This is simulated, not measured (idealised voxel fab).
Process module in this document: voxel wiring stack
The cross-section shown here is cut; it is 225 nm wide and divided into square cells measuring 5 nm on a side.
Just so we're on the same page, the cross-sections are grids of square cells, and they're listed out in bands top to bottom, each band one or more rows deep. Top, bottom (nm), then materials left to right with widths (nm); lone material tagged "all across" fills the whole band edge to edge; "blank" = empty space. Convention: height 0 is the level below which the wafer, as received, is all one material. The lowest band does not terminate at the bottom but continues downward, represented as "0 down". It should be noted that a width expressed as "30 to 40" varies in equal increments from row to row of cells within the band, taking the value of the first number at the top row and that of the second number at the bottom row. When a step is marked "nothing changed", none of the cells in the cross-section changed during that step. Each empty space that has no open way to the top and spans at least 8 cells appears under "Sealed void list" as width x height at distance, the distance counted from the left edge, all in nm. Read whatever lies past the settings on a step's line as the simulator's own remark about the step. overlay nm: for a step with a mask, the amount by which the mask lay right of where it was planned; a negative amount means left of it. Pairs ahead. Before: cross-section ahead of one process step. After: cross-section once the step is done, shown to the lowest changed band only. Under each pair: that step, with settings. Caution: pairs may come from different runs of this module on the same starting wafer; a pair follows the pair above only where its "Status before step" entry says so.
Status before step
0 down = Si all across
Sealed void list: none
After the Step
15 to 0 = SiO2 all across
Below 0 it's all the same as before, nothing changed down there.
Sealed void list: none
The process step bridging the two cross-sections above: CONFORMAL_DEP: material SiO2, thk nm 15
Status before step: no separate figure, the pair right above already shows it after its step.
After the Step
20 to 15 = TiN all across
Below 15 it's all the same as before, nothing changed down there.
Sealed void list: none
The process step bridging the two cross-sections above: DIRECTIONAL_DEP: material TiN, thk nm 5
Status before step: no separate figure, the pair right above already shows it after its step.
After the Step
40 to 20 = Ru all across
Below 20 it's all the same as before, nothing changed down there.
Sealed void list: none
The process step bridging the two cross-sections above: DIRECTIONAL_DEP: material Ru, thk nm 20
Status before step: no separate figure, the pair right above already shows it after its step.
After the Step
40 to 20 = blank: 80, Ru: 20, blank: 20, Ru: 20, blank: 85
Below 20 it's all the same as before, nothing changed down there.
Sealed void list: none
The process step bridging the two cross-sections above: MASKED_ETCH: tone cover, mask id METAL_1, width nm 20, pitch nm 40, etch materials Ru, depth nm 20, overlay nm 0
Status before step: no separate figure, the pair right above already shows it after its step.
After the Step
40 to 20 = blank: 80, Ru: 20, blank: 20, Ru: 20, blank: 85
20 to 15 = blank: 80, TiN: 20, blank: 20, TiN: 20, blank: 85
Below 15 it's all the same as before, nothing changed down there.
Sealed void list: none
The process step bridging the two cross-sections above: MASKED_ETCH: tone cover, mask id METAL_1, width nm 20, pitch nm 40, etch materials TiN, depth nm 5, overlay nm 0
Status before step: no separate figure, the pair right above already shows it after its step.
After the Step
45 to 40 = lowk all across
40 to 20 = lowk: 80, Ru: 20, lowk: 20, Ru: 20, lowk: 85
20 to 15 = lowk: 80, TiN: 20, lowk: 20, TiN: 20, lowk: 85
Below 15 it's all the same as before, nothing changed down there.
Sealed void list: none
The process step bridging the two cross-sections above: FILL_DEP: material lowk, thk nm 5
Status before step: no separate figure, the pair right above already shows it after its step.
After the Step
40 to 20 = lowk: 80, Ru: 20, lowk: 20, Ru: 20, lowk: 85
Below 20 it's all the same as before, nothing changed down there.
Sealed void list: none
The process step bridging the two cross-sections above: CMP: height nm 40
Status before step: no separate figure, the pair right above already shows it after its step.
After the Step
45 to 40 = SiCN all across
Below 40 it's all the same as before, nothing changed down there.
Sealed void list: none
The process step bridging the two cross-sections above: CONFORMAL_DEP: material SiCN, thk nm 5
Status before step: no separate figure, the pair right above already shows it after its step.
After the Step
65 to 45 = SiO2 all across
Below 45 it's all the same as before, nothing changed down there.
Sealed void list: none
The process step bridging the two cross-sections above: DIRECTIONAL_DEP: material SiO2, thk nm 20
Status before step: no separate figure, the pair right above already shows it after its step.
After the Step
75 to 65 = aC all across
Below 65 it's all the same as before, nothing changed down there.
Sealed void list: none
The process step bridging the two cross-sections above: DIRECTIONAL_DEP: material aC, thk nm 10
Status before step: no separate figure, the pair right above already shows it after its step.
After the Step
100 to 75 = resist: 80, blank: 15, resist: 130
Below 75 it's all the same as before, nothing changed down there.
Sealed void list: none
The process step bridging the two cross-sections above: PATTERN: tone open, mask id PLUG_1, material resist, width nm 15, thk nm 25, overlay nm 0
Status before step: no separate figure, the pair right above already shows it after its step.
After the Step
90 to 75 = resist: 80, blank: 15, resist: 130
75 to 65 = aC: 80, blank: 15, aC: 130
Below 65 it's all the same as before, nothing changed down there.
Sealed void list: none
The process step bridging the two cross-sections above: DIRECTIONAL_ETCH: etch materials aC, depth nm 10
Status before step: no separate figure, the pair right above already shows it after its step.
After the Step
75 to 65 = aC: 80, blank: 15, aC: 130
Below 65 it's all the same as before, nothing changed down there.
Sealed void list: none
The process step bridging the two cross-sections above: STRIP: etch materials resist
Status before step: no separate figure, the pair right above already shows it after its step.
After the Step
75 to 65 = aC: 80, blank: 15, aC: 130
65 to 45 = SiO2: 80, blank: 15, SiO2: 130
Below 45 it's all the same as before, nothing changed down there.
Sealed void list: none
The process step bridging the two cross-sections above: DIRECTIONAL_ETCH: etch materials SiO2, depth nm 20
Status before step: no separate figure, the pair right above already shows it after its step.
After the Step
75 to 65 = aC: 80, blank: 15, aC: 130
65 to 45 = SiO2: 80, blank: 15, SiO2: 130
45 to 40 = SiCN: 80, blank: 15, SiCN: 130
Below 40 it's all the same as before, nothing changed down there.
Sealed void list: none
The process step bridging the two cross-sections above: DIRECTIONAL_ETCH: etch materials SiCN, depth nm 5
Status before step: no separate figure, the pair right above already shows it after its step.
After the Step
65 to 45 = SiO2: 80, blank: 15, SiO2: 130
Below 45 it's all the same as before, nothing changed down there.
Sealed void list: none
The process step bridging the two cross-sections above: STRIP: etch materials aC
Status before step: no separate figure, the pair right above already shows it after its step.
After the Step
70 to 65 = TiN: 85, blank: 5, TiN: 135
65 to 45 = SiO2: 80, TiN: 5, blank: 5, TiN: 5, SiO2: 130
45 to 40 = SiCN: 80, TiN: 15, SiCN: 130
Below 40 it's all the same as before, nothing changed down there.
Sealed void list: none
The process step bridging the two cross-sections above: CONFORMAL_DEP: material TiN, thk nm 5
Status before step: no separate figure, the pair right above already shows it after its step.
After the Step
80 to 70 = Ru all across
70 to 65 = TiN: 85, Ru: 5, TiN: 135
65 to 45 = SiO2: 80, TiN: 5, Ru: 5, TiN: 5, SiO2: 130
Below 45 it's all the same as before, nothing changed down there.
Sealed void list: none
The process step bridging the two cross-sections above: FILL_DEP: material Ru, thk nm 10
Status before step: no separate figure, the pair right above already shows it after its step.
After the Step
65 to 45 = SiO2: 80, TiN: 5, Ru: 5, TiN: 5, SiO2: 130
Below 45 it's all the same as before, nothing changed down there.
Sealed void list: none
The process step bridging the two cross-sections above: CMP: height nm 65
Status before step: no separate figure, the pair right above already shows it after its step.
After the Step
70 to 65 = SiN all across
Below 65 it's all the same as before, nothing changed down there.
Sealed void list: none
The process step bridging the two cross-sections above: CONFORMAL_DEP: material SiN, thk nm 5
Status before step: no separate figure, the pair right above already shows it after its step.
After the Step
90 to 70 = SiO2 all across
Below 70 it's all the same as before, nothing changed down there.
Sealed void list: none
The process step bridging the two cross-sections above: DIRECTIONAL_DEP: material SiO2, thk nm 20
Status before step: no separate figure, the pair right above already shows it after its step.
After the Step
105 to 90 = aC all across
Below 90 it's all the same as before, nothing changed down there.
Sealed void list: none
The process step bridging the two cross-sections above: DIRECTIONAL_DEP: material aC, thk nm 15
Status before step: no separate figure, the pair right above already shows it after its step.
After the Step
135 to 105 = resist: 80, blank: 20, resist: 20, blank: 20, resist: 85
Below 105 it's all the same as before, nothing changed down there.
Sealed void list: none
The process step bridging the two cross-sections above: PATTERN: tone open, mask id METAL_2, material resist, width nm 20, pitch nm 40, thk nm 30, overlay nm 0
Status before step: no separate figure, the pair right above already shows it after its step.
After the Step
120 to 105 = resist: 80, blank: 20, resist: 20, blank: 20, resist: 85
105 to 90 = aC: 80, blank: 20, aC: 20, blank: 20, aC: 85
Below 90 it's all the same as before, nothing changed down there.
Sealed void list: none
The process step bridging the two cross-sections above: DIRECTIONAL_ETCH: etch materials aC, depth nm 15
Status before step: no separate figure, the pair right above already shows it after its step.
After the Step
105 to 90 = aC: 80, blank: 20, aC: 20, blank: 20, aC: 85
Below 90 it's all the same as before, nothing changed down there.
Sealed void list: none
The process step bridging the two cross-sections above: STRIP: etch materials resist
Status before step: no separate figure, the pair right above already shows it after its step.
After the Step
105 to 90 = aC: 80, blank: 20, aC: 20, blank: 20, aC: 85
90 to 70 = SiO2: 80, blank: 20, SiO2: 20, blank: 20, SiO2: 85
Below 70 it's all the same as before, nothing changed down there.
Sealed void list: none
The process step bridging the two cross-sections above: DIRECTIONAL_ETCH: etch materials SiO2, depth nm 20
Status before step: no separate figure, the pair right above already shows it after its step.
After the Step
105 to 90 = aC: 80, blank: 20, aC: 20, blank: 20, aC: 85
90 to 70 = SiO2: 80, blank: 20, SiO2: 20, blank: 20, SiO2: 85
70 to 65 = SiN: 80, blank: 20, SiN: 20, blank: 20, SiN: 85
Below 65 it's all the same as before, nothing changed down there.
Sealed void list: none
The process step bridging the two cross-sections above: DIRECTIONAL_ETCH: etch materials SiN, depth nm 5
Status before step: no separate figure, the pair right above already shows it after its step.
After the Step
90 to 70 = SiO2: 80, blank: 20, SiO2: 20, blank: 20, SiO2: 85
Below 70 it's all the same as before, nothing changed down there.
Sealed void list: none
The process step bridging the two cross-sections above: STRIP: etch materials aC
Status before step: no separate figure, the pair right above already shows it after its step.
After the Step
95 to 90 = TiN: 85, blank: 10, TiN: 30, blank: 10, TiN: 90
90 to 70 = SiO2: 80, TiN: 5, blank: 10, TiN: 5, SiO2: 20, TiN: 5, blank: 10, TiN: 5, SiO2: 85
70 to 65 = SiN: 80, TiN: 20, SiN: 20, TiN: 20, SiN: 85
Below 65 it's all the same as before, nothing changed down there.
Sealed void list: none
The process step bridging the two cross-sections above: CONFORMAL_DEP: material TiN, thk nm 5
Status before step: no separate figure, the pair right above already shows it after its step.
After the Step
100 to 95 = Cu all across
95 to 90 = TiN: 85, Cu: 10, TiN: 30, Cu: 10, TiN: 90
90 to 70 = SiO2: 80, TiN: 5, Cu: 10, TiN: 5, SiO2: 20, TiN: 5, Cu: 10, TiN: 5, SiO2: 85
Below 70 it's all the same as before, nothing changed down there.
Sealed void list: none
The process step bridging the two cross-sections above: FILL_DEP: material Cu, thk nm 5
Status before step: no separate figure, the pair right above already shows it after its step.
After the Step
90 to 70 = SiO2: 80, TiN: 5, Cu: 10, TiN: 5, SiO2: 20, TiN: 5, Cu: 10, TiN: 5, SiO2: 85
Below 70 it's all the same as before, nothing changed down there.
Sealed void list: none
The process step bridging the two cross-sections above: CMP: height nm 90
Status before step: no separate figure, the pair right above already shows it after its step.
After the Step
95 to 90 = blank: 75, Ru: 30, blank: 10, Ru: 30, blank: 80
Below 90 it's all the same as before, nothing changed down there.
Sealed void list: none
The process step bridging the two cross-sections above: EPI: material Ru, thk nm 5
Status before step: no separate figure, the pair right above already shows it after its step.
After the Step
100 to 95 = SiCN all across
95 to 90 = SiCN: 75, Ru: 30, SiCN: 10, Ru: 30, SiCN: 80
Below 90 it's all the same as before, nothing changed down there.
Sealed void list: none
The process step bridging the two cross-sections above: FILL_DEP: material SiCN, thk nm 5
Status before step: no separate figure, the pair right above already shows it after its step.
After the Step
130 to 100 = SiO2 all across
Below 100 it's all the same as before, nothing changed down there.
Sealed void list: none
The process step bridging the two cross-sections above: DIRECTIONAL_DEP: material SiO2, thk nm 30
Status before step: no separate figure, the pair right above already shows it after its step.
After the Step
130 to 100 = SiO2: 80, blank: 15, SiO2: 130
Below 100 it's all the same as before, nothing changed down there.
Sealed void list: none
The process step bridging the two cross-sections above: MASKED_ETCH: tone open, mask id METAL_3_HOLES, width nm 15, etch materials SiO2, depth nm 30, overlay nm 0
Status before step: no separate figure, the pair right above already shows it after its step.
After the Step
130 to 115 = SiO2: 80, blank: 20, SiO2: 20, blank: 20, SiO2: 85
Below 115 it's all the same as before, nothing changed down there.
Sealed void list: none
The process step bridging the two cross-sections above: MASKED_ETCH: tone open, mask id METAL_3, width nm 20, pitch nm 40, etch materials SiO2, depth nm 15, overlay nm 0
Status before step: no separate figure, the pair right above already shows it after its step.
After the Step
130 to 115 = SiO2: 80, blank: 20, SiO2: 20, blank: 20, SiO2: 85
115 to 100 = SiO2: 80, blank: 15, SiO2: 130
100 to 95 = SiCN: 80, blank: 15, SiCN: 130
Below 95 it's all the same as before, nothing changed down there.
Sealed void list: none
The process step bridging the two cross-sections above: MASKED_ETCH: tone open, mask id METAL_3, width nm 20, pitch nm 40, etch materials SiCN, depth nm 5, overlay nm 0
Status before step: no separate figure, the pair right above already shows it after its step.
After the Step
135 to 130 = TiN: 85, blank: 10, TiN: 30, blank: 10, TiN: 90
130 to 120 = SiO2: 80, TiN: 5, blank: 10, TiN: 5, SiO2: 20, TiN: 5, blank: 10, TiN: 5, SiO2: 85
120 to 115 = SiO2: 80, TiN: 5, blank: 5, TiN: 10, SiO2: 20, TiN: 20, SiO2: 85
115 to 100 = SiO2: 80, TiN: 5, blank: 5, TiN: 5, SiO2: 130
100 to 95 = SiCN: 80, TiN: 15, SiCN: 130
Below 95 it's all the same as before, nothing changed down there.
Sealed void list: none
The process step bridging the two cross-sections above: CONFORMAL_DEP: material TiN, thk nm 5
Status before step: no separate figure, the pair right above already shows it after its step.
After the Step
145 to 135 = Cu all across
135 to 130 = TiN: 85, Cu: 10, TiN: 30, Cu: 10, TiN: 90
130 to 120 = SiO2: 80, TiN: 5, Cu: 10, TiN: 5, SiO2: 20, TiN: 5, Cu: 10, TiN: 5, SiO2: 85
120 to 115 = SiO2: 80, TiN: 5, Cu: 5, TiN: 10, SiO2: 20, TiN: 20, SiO2: 85
115 to 100 = SiO2: 80, TiN: 5, Cu: 5, TiN: 5, SiO2: 130
Below 100 it's all the same as before, nothing changed down there.
Sealed void list: none
The process step bridging the two cross-sections above: FILL_DEP: material Cu, thk nm 10
Status before step: no separate figure, the pair right above already shows it after its step.
After the Step
130 to 120 = SiO2: 80, TiN: 5, Cu: 10, TiN: 5, SiO2: 20, TiN: 5, Cu: 10, TiN: 5, SiO2: 85
Below 120 it's all the same as before, nothing changed down there.
Sealed void list: none
The process step bridging the two cross-sections above: CMP: height nm 130
Status before step: no separate figure, the pair right above already shows it after its step.
After the Step
135 to 130 = SiN all across
Below 130 it's all the same as before, nothing changed down there.
Sealed void list: none
The process step bridging the two cross-sections above: CONFORMAL_DEP: material SiN, thk nm 5
Status before step
95 to 90 = blank: 75, Ru: 30, blank: 10, Ru: 30, blank: 80
90 to 70 = SiO2: 80, TiN: 5, Cu: 10, TiN: 5, SiO2: 20, TiN: 5, Cu: 10, TiN: 5, SiO2: 85
70 to 65 = SiN: 80, TiN: 20, SiN: 20, TiN: 20, SiN: 85
65 to 45 = SiO2: 80, TiN: 5, Ru: 5, TiN: 5, SiO2: 130
45 to 40 = SiCN: 80, TiN: 15, SiCN: 130
40 to 20 = lowk: 80, Ru: 20, lowk: 20, Ru: 20, lowk: 85
20 to 15 = lowk: 80, TiN: 20, lowk: 20, TiN: 20, lowk: 85
15 to 0 = SiO2 all across
0 down = Si all across
Sealed void list: none
After the Step
125 to 120 = blank: 75, SiO2: 30, blank: 10, SiO2: 30, blank: 80
120 to 95 = SiO2 all across
95 to 90 = SiO2: 75, Ru: 30, SiO2: 10, Ru: 30, SiO2: 80
Below 90 it's all the same as before, nothing changed down there.
Sealed void list: none
The process step bridging the two cross-sections above: DIRECTIONAL_DEP: material SiO2, thk nm 30
Status before step: no separate figure, the pair right above already shows it after its step.
After the Step
125 to 120 = blank: 75, SiO2: 5, blank: 15, SiO2: 10, blank: 10, SiO2: 30, blank: 80
120 to 95 = SiO2: 80, blank: 15, SiO2: 130
Below 95 it's all the same as before, nothing changed down there.
Sealed void list: none
The process step bridging the two cross-sections above: MASKED_ETCH: tone open, mask id METAL_3_HOLES, width nm 15, etch materials SiO2, depth nm 30, overlay nm 0
Status before step: no separate figure, the pair right above already shows it after its step.
After the Step
125 to 120 = blank: 75, SiO2: 5, blank: 20, SiO2: 5, blank: 10, SiO2: 5, blank: 20, SiO2: 5, blank: 80
120 to 110 = SiO2: 80, blank: 20, SiO2: 20, blank: 20, SiO2: 85
Below 110 it's all the same as before, nothing changed down there.
Sealed void list: none
The process step bridging the two cross-sections above: MASKED_ETCH: tone open, mask id METAL_3, width nm 20, pitch nm 40, etch materials SiO2, depth nm 15, overlay nm 0
Status before step: no separate figure, the pair right above already shows it after its step.
After the Step
130 to 125 = blank: 70, TiN: 15, blank: 10, TiN: 30, blank: 10, TiN: 15, blank: 75
125 to 120 = TiN: 75, SiO2: 5, TiN: 5, blank: 10, TiN: 5, SiO2: 5, TiN: 10, SiO2: 5, TiN: 5, blank: 10, TiN: 5, SiO2: 5, TiN: 80
120 to 115 = SiO2: 80, TiN: 5, blank: 10, TiN: 5, SiO2: 20, TiN: 5, blank: 10, TiN: 5, SiO2: 85
115 to 110 = SiO2: 80, TiN: 5, blank: 5, TiN: 10, SiO2: 20, TiN: 20, SiO2: 85
110 to 100 = SiO2: 80, TiN: 5, blank: 5, TiN: 5, SiO2: 130
100 to 95 = SiO2: 80, TiN: 15, SiO2: 130
Below 95 it's all the same as before, nothing changed down there.
Sealed void list: none
The process step bridging the two cross-sections above: CONFORMAL_DEP: material TiN, thk nm 5
Status before step: no separate figure, the pair right above already shows it after its step.
After the Step
140 to 130 = Cu all across
130 to 125 = Cu: 70, TiN: 15, Cu: 10, TiN: 30, Cu: 10, TiN: 15, Cu: 75
125 to 120 = TiN: 75, SiO2: 5, TiN: 5, Cu: 10, TiN: 5, SiO2: 5, TiN: 10, SiO2: 5, TiN: 5, Cu: 10, TiN: 5, SiO2: 5, TiN: 80
120 to 115 = SiO2: 80, TiN: 5, Cu: 10, TiN: 5, SiO2: 20, TiN: 5, Cu: 10, TiN: 5, SiO2: 85
115 to 110 = SiO2: 80, TiN: 5, Cu: 5, TiN: 10, SiO2: 20, TiN: 20, SiO2: 85
110 to 100 = SiO2: 80, TiN: 5, Cu: 5, TiN: 5, SiO2: 130
Below 100 it's all the same as before, nothing changed down there.
Sealed void list: none
The process step bridging the two cross-sections above: FILL_DEP: material Cu, thk nm 10
Status before step: no separate figure, the pair right above already shows it after its step.
After the Step
130 to 125 = Cu: 70, TiN: 15, Cu: 10, TiN: 30, Cu: 10, TiN: 15, Cu: 75
Below 125 it's all the same as before, nothing changed down there.
Sealed void list: none
The process step bridging the two cross-sections above: CMP: height nm 130
Status before step: no separate figure, the pair right above already shows it after its step.
After the Step
135 to 130 = SiN all across
Below 130 it's all the same as before, nothing changed down there.
Sealed void list: none
The process step bridging the two cross-sections above: CONFORMAL_DEP: material SiN, thk nm 5
Status before step
130 to 115 = SiO2: 80, blank: 20, SiO2: 20, blank: 20, SiO2: 85
115 to 100 = SiO2: 80, blank: 15, SiO2: 130
100 to 95 = SiCN all across
95 to 90 = SiCN: 75, Ru: 30, SiCN: 10, Ru: 30, SiCN: 80
90 to 70 = SiO2: 80, TiN: 5, Cu: 10, TiN: 5, SiO2: 20, TiN: 5, Cu: 10, TiN: 5, SiO2: 85
70 to 65 = SiN: 80, TiN: 20, SiN: 20, TiN: 20, SiN: 85
65 to 45 = SiO2: 80, TiN: 5, Ru: 5, TiN: 5, SiO2: 130
45 to 40 = SiCN: 80, TiN: 15, SiCN: 130
40 to 20 = lowk: 80, Ru: 20, lowk: 20, Ru: 20, lowk: 85
20 to 15 = lowk: 80, TiN: 20, lowk: 20, TiN: 20, lowk: 85
15 to 0 = SiO2 all across
0 down = Si all across
Sealed void list: none
After the Step
130 to 100 = SiO2: 80, blank: 20, SiO2: 20, blank: 20, SiO2: 85
Below 100 it's all the same as before, nothing changed down there.
Sealed void list: none
The process step bridging the two cross-sections above: MASKED_ETCH: tone open, mask id METAL_3, width nm 20, pitch nm 40, etch materials SiO2, depth nm 15, overlay nm 0
Status before step: no separate figure, the pair right above already shows it after its step.
After the Step
130 to 100 = SiO2: 80, blank: 20, SiO2: 20, blank: 20, SiO2: 85
100 to 95 = SiCN: 80, blank: 20, SiCN: 20, blank: 20, SiCN: 85
Below 95 it's all the same as before, nothing changed down there.
Sealed void list: none
The process step bridging the two cross-sections above: MASKED_ETCH: tone open, mask id METAL_3, width nm 20, pitch nm 40, etch materials SiCN, depth nm 5, overlay nm 0
Status before step: no separate figure, the pair right above already shows it after its step.
After the Step
135 to 130 = TiN: 85, blank: 10, TiN: 30, blank: 10, TiN: 90
130 to 100 = SiO2: 80, TiN: 5, blank: 10, TiN: 5, SiO2: 20, TiN: 5, blank: 10, TiN: 5, SiO2: 85
100 to 95 = SiCN: 80, TiN: 20, SiCN: 20, TiN: 20, SiCN: 85
Below 95 it's all the same as before, nothing changed down there.
Sealed void list: none
The process step bridging the two cross-sections above: CONFORMAL_DEP: material TiN, thk nm 5
Status before step: no separate figure, the pair right above already shows it after its step.
After the Step
145 to 135 = Cu all across
135 to 130 = TiN: 85, Cu: 10, TiN: 30, Cu: 10, TiN: 90
130 to 100 = SiO2: 80, TiN: 5, Cu: 10, TiN: 5, SiO2: 20, TiN: 5, Cu: 10, TiN: 5, SiO2: 85
Below 100 it's all the same as before, nothing changed down there.
Sealed void list: none
The process step bridging the two cross-sections above: FILL_DEP: material Cu, thk nm 10
Status before step: no separate figure, the pair right above already shows it after its step.
After the Step
130 to 100 = SiO2: 80, TiN: 5, Cu: 10, TiN: 5, SiO2: 20, TiN: 5, Cu: 10, TiN: 5, SiO2: 85
Below 100 it's all the same as before, nothing changed down there.
Sealed void list: none
The process step bridging the two cross-sections above: CMP: height nm 130
Status before step: no separate figure, the pair right above already shows it after its step.
After the Step
135 to 130 = SiN all across
Below 130 it's all the same as before, nothing changed down there.
Sealed void list: none
The process step bridging the two cross-sections above: CONFORMAL_DEP: material SiN, thk nm 5
Status before step
40 to 20 = lowk: 80, Ru: 20, lowk: 20, Ru: 20, lowk: 85
20 to 15 = lowk: 80, TiN: 20, lowk: 20, TiN: 20, lowk: 85
15 to 0 = SiO2 all across
0 down = Si all across
Sealed void list: none
After the Step
60 to 40 = SiO2 all across
Below 40 it's all the same as before, nothing changed down there.
Sealed void list: none
The process step bridging the two cross-sections above: DIRECTIONAL_DEP: material SiO2, thk nm 20
Status before step: no separate figure, the pair right above already shows it after its step.
After the Step
65 to 60 = SiCN all across
Below 60 it's all the same as before, nothing changed down there.
Sealed void list: none
The process step bridging the two cross-sections above: CONFORMAL_DEP: material SiCN, thk nm 5
Status before step: no separate figure, the pair right above already shows it after its step.
After the Step
75 to 65 = aC all across
Below 65 it's all the same as before, nothing changed down there.
Sealed void list: none
The process step bridging the two cross-sections above: DIRECTIONAL_DEP: material aC, thk nm 10
Status before step: no separate figure, the pair right above already shows it after its step.
After the Step
100 to 75 = resist: 80, blank: 15, resist: 130
Below 75 it's all the same as before, nothing changed down there.
Sealed void list: none
The process step bridging the two cross-sections above: PATTERN: tone open, mask id PLUG_1, material resist, width nm 15, thk nm 25, overlay nm 0
Status before step: no separate figure, the pair right above already shows it after its step.
After the Step
90 to 75 = resist: 80, blank: 15, resist: 130
75 to 65 = aC: 80, blank: 15, aC: 130
Below 65 it's all the same as before, nothing changed down there.
Sealed void list: none
The process step bridging the two cross-sections above: DIRECTIONAL_ETCH: etch materials aC, depth nm 10
Status before step: no separate figure, the pair right above already shows it after its step.
After the Step
75 to 65 = aC: 80, blank: 15, aC: 130
Below 65 it's all the same as before, nothing changed down there.
Sealed void list: none
The process step bridging the two cross-sections above: STRIP: etch materials resist
Status before step: no separate figure, the pair right above already shows it after its step.
After the Step
75 to 65 = aC: 80, blank: 15, aC: 130
65 to 60 = SiCN: 80, blank: 15, SiCN: 130
Below 60 it's all the same as before, nothing changed down there.
Sealed void list: none
The process step bridging the two cross-sections above: DIRECTIONAL_ETCH: etch materials SiCN, depth nm 5
Status before step: no separate figure, the pair right above already shows it after its step.
After the Step
65 to 60 = SiCN: 80, blank: 15, SiCN: 130
Below 60 it's all the same as before, nothing changed down there.
Sealed void list: none
The process step bridging the two cross-sections above: STRIP: etch materials aC
Status before step: no separate figure, the pair right above already shows it after its step.
After the Step
70 to 65 = TiN: 85, blank: 5, TiN: 135
65 to 60 = SiCN: 80, TiN: 15, SiCN: 130
Below 60 it's all the same as before, nothing changed down there.
Sealed void list: none
The process step bridging the two cross-sections above: CONFORMAL_DEP: material TiN, thk nm 5
Status before step: no separate figure, the pair right above already shows it after its step.
After the Step
80 to 70 = Ru all across
70 to 65 = TiN: 85, Ru: 5, TiN: 135
Below 65 it's all the same as before, nothing changed down there.
Sealed void list: none
The process step bridging the two cross-sections above: FILL_DEP: material Ru, thk nm 10
Status before step: no separate figure, the pair right above already shows it after its step.
After the Step
65 to 60 = SiCN: 80, TiN: 15, SiCN: 130
Below 60 it's all the same as before, nothing changed down there.
Sealed void list: none
The process step bridging the two cross-sections above: CMP: height nm 65
Status before step: no separate figure, the pair right above already shows it after its step.
After the Step
70 to 65 = SiN all across
Below 65 it's all the same as before, nothing changed down there.
Sealed void list: none
The process step bridging the two cross-sections above: CONFORMAL_DEP: material SiN, thk nm 5
Status before step: no separate figure, the pair right above already shows it after its step.
After the Step
90 to 70 = SiO2 all across
Below 70 it's all the same as before, nothing changed down there.
Sealed void list: none
The process step bridging the two cross-sections above: DIRECTIONAL_DEP: material SiO2, thk nm 20
Status before step: no separate figure, the pair right above already shows it after its step.
After the Step
105 to 90 = aC all across
Below 90 it's all the same as before, nothing changed down there.
Sealed void list: none
The process step bridging the two cross-sections above: DIRECTIONAL_DEP: material aC, thk nm 15
Status before step: no separate figure, the pair right above already shows it after its step.
After the Step
135 to 105 = resist: 80, blank: 20, resist: 20, blank: 20, resist: 85
Below 105 it's all the same as before, nothing changed down there.
Sealed void list: none
The process step bridging the two cross-sections above: PATTERN: tone open, mask id METAL_2, material resist, width nm 20, pitch nm 40, thk nm 30, overlay nm 0
Status before step: no separate figure, the pair right above already shows it after its step.
After the Step
120 to 105 = resist: 80, blank: 20, resist: 20, blank: 20, resist: 85
105 to 90 = aC: 80, blank: 20, aC: 20, blank: 20, aC: 85
Below 90 it's all the same as before, nothing changed down there.
Sealed void list: none
The process step bridging the two cross-sections above: DIRECTIONAL_ETCH: etch materials aC, depth nm 15
Status before step: no separate figure, the pair right above already shows it after its step.
After the Step
105 to 90 = aC: 80, blank: 20, aC: 20, blank: 20, aC: 85
Below 90 it's all the same as before, nothing changed down there.
Sealed void list: none
The process step bridging the two cross-sections above: STRIP: etch materials resist
Status before step: no separate figure, the pair right above already shows it after its step.
After the Step
105 to 90 = aC: 80, blank: 20, aC: 20, blank: 20, aC: 85
90 to 70 = SiO2: 80, blank: 20, SiO2: 20, blank: 20, SiO2: 85
Below 70 it's all the same as before, nothing changed down there.
Sealed void list: none
The process step bridging the two cross-sections above: DIRECTIONAL_ETCH: etch materials SiO2, depth nm 20
Status before step: no separate figure, the pair right above already shows it after its step.
After the Step
105 to 90 = aC: 80, blank: 20, aC: 20, blank: 20, aC: 85
90 to 70 = SiO2: 80, blank: 20, SiO2: 20, blank: 20, SiO2: 85
70 to 65 = SiN: 80, blank: 20, SiN: 20, blank: 20, SiN: 85
Below 65 it's all the same as before, nothing changed down there.
Sealed void list: none
The process step bridging the two cross-sections above: DIRECTIONAL_ETCH: etch materials SiN, depth nm 5
Status before step: no separate figure, the pair right above already shows it after its step.
After the Step
90 to 70 = SiO2: 80, blank: 20, SiO2: 20, blank: 20, SiO2: 85
Below 70 it's all the same as before, nothing changed down there.
Sealed void list: none
The process step bridging the two cross-sections above: STRIP: etch materials aC
Status before step: no separate figure, the pair right above already shows it after its step.
After the Step
95 to 90 = TiN: 85, blank: 10, TiN: 30, blank: 10, TiN: 90
90 to 70 = SiO2: 80, TiN: 5, blank: 10, TiN: 5, SiO2: 20, TiN: 5, blank: 10, TiN: 5, SiO2: 85
70 to 65 = SiN: 80, TiN: 20, SiN: 20, TiN: 20, SiN: 85
Below 65 it's all the same as before, nothing changed down there.
Sealed void list: none
The process step bridging the two cross-sections above: CONFORMAL_DEP: material TiN, thk nm 5
Status before step: no separate figure, the pair right above already shows it after its step.
After the Step
100 to 95 = Cu all across
95 to 90 = TiN: 85, Cu: 10, TiN: 30, Cu: 10, TiN: 90
90 to 70 = SiO2: 80, TiN: 5, Cu: 10, TiN: 5, SiO2: 20, TiN: 5, Cu: 10, TiN: 5, SiO2: 85
Below 70 it's all the same as before, nothing changed down there.
Sealed void list: none
The process step bridging the two cross-sections above: FILL_DEP: material Cu, thk nm 5
Status before step: no separate figure, the pair right above already shows it after its step.
After the Step
90 to 70 = SiO2: 80, TiN: 5, Cu: 10, TiN: 5, SiO2: 20, TiN: 5, Cu: 10, TiN: 5, SiO2: 85
Below 70 it's all the same as before, nothing changed down there.
Sealed void list: none
The process step bridging the two cross-sections above: CMP: height nm 90
Status before step: no separate figure, the pair right above already shows it after its step.
After the Step
95 to 90 = blank: 75, Ru: 30, blank: 10, Ru: 30, blank: 80
Below 90 it's all the same as before, nothing changed down there.
Sealed void list: none
The process step bridging the two cross-sections above: EPI: material Ru, thk nm 5
Status before step: no separate figure, the pair right above already shows it after its step.
After the Step
100 to 95 = SiCN all across
95 to 90 = SiCN: 75, Ru: 30, SiCN: 10, Ru: 30, SiCN: 80
Below 90 it's all the same as before, nothing changed down there.
Sealed void list: none
The process step bridging the two cross-sections above: FILL_DEP: material SiCN, thk nm 5
Status before step: no separate figure, the pair right above already shows it after its step.
After the Step
130 to 100 = SiO2 all across
Below 100 it's all the same as before, nothing changed down there.
Sealed void list: none
The process step bridging the two cross-sections above: DIRECTIONAL_DEP: material SiO2, thk nm 30
Status before step: no separate figure, the pair right above already shows it after its step.
After the Step
130 to 100 = SiO2: 80, blank: 15, SiO2: 130
Below 100 it's all the same as before, nothing changed down there.
Sealed void list: none
The process step bridging the two cross-sections above: MASKED_ETCH: tone open, mask id METAL_3_HOLES, width nm 15, etch materials SiO2, depth nm 30, overlay nm 0
Status before step: no separate figure, the pair right above already shows it after its step.
After the Step
130 to 115 = SiO2: 80, blank: 20, SiO2: 20, blank: 20, SiO2: 85
Below 115 it's all the same as before, nothing changed down there.
Sealed void list: none
The process step bridging the two cross-sections above: MASKED_ETCH: tone open, mask id METAL_3, width nm 20, pitch nm 40, etch materials SiO2, depth nm 15, overlay nm 0
